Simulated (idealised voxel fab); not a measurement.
voxel tone inversion: a process module
Pictured: cross-section cut, 230 nm wide, on a grid of 5 nm square cells.
Cross-sections here: square-cell grids, written as top-down lists of bands, a band being one or more rows of cells.
Band entry format. Leading values: height of top, height of bottom, nm. Remainder: materials in left-to-right order, each with its width in nm. Special words: "throughout" on a single material, which then fills the band edge to edge; "blank", empty space.
Heads up on the height convention: 0 is the point under which the incoming wafer is all one material, and the lowest band has no bottom, it just keeps going down, like "z 0 and below".
With a width like "30->40", each row of cells in the band differs from the next by the same amount, the top row carrying the first number and the bottom row the second.
Given "no modifications" for a step, no cell of the cross-section differs between before and after that step.
In the "Voids, enclosed" entry, you get each enclosed empty space of 8 cells or more, one with no open way to the top, written width x height at distance, distance from the left edge, in nm.
On a step's line, text after the settings is the simulator commenting on that step.
"overlay nm" denotes, for a step that has a mask, the displacement of the mask to the right of its planned place, with negative values corresponding to the left.

Process steps (planned)
1. RECEIVE,material Si
2. CONFORMAL_DEP,material SiN,thk nm 5
3. DIRECTIONAL_DEP,material aC,thk nm 20
4. PATTERN,tone cover,mask id POSTS,material resist,width nm 25,pitch nm 45,thk nm 30,overlay nm 0
5. DIRECTIONAL_ETCH,etch materials aC,depth nm 20
6. STRIP,etch materials resist
7. FILL_DEP,material SiO2,thk nm 5
8. CMP,height nm 25
9. STRIP,etch materials aC

Received-state cross-section, reflecting completion of step 1
> z 0 and below: Si throughout
> Voids, enclosed: none

Cross-section, first of two wafers, end of module, run as planned
> z 25 to 5: 80 nm SiO2 / 25 nm blank / 20 nm SiO2 / 25 nm blank / 80 nm SiO2
> z 5 to 0: SiN throughout
> z 0 and below: Si throughout
> Voids, enclosed: none

Wafer two, sectioned after the module: the first wafer's start, the first wafer's plan, and one mistake in how it was run
> z 25 to 20: SiO2 throughout
> z 20 to 0: 80 nm SiO2 / 25 nm aC / 20 nm SiO2 / 25 nm aC / 80 nm SiO2
> z 0 and below: Si throughout
> Voids, enclosed: none
So what did we get wrong on this run? the plan's step 2 was left out and never carried out
It is noted that, at the conclusion of processing, the second wafer exhibits a higher or lower cell count for certain materials relative to the first: 46 fewer of SiN; 46 more of SiO2; 40 more of aC
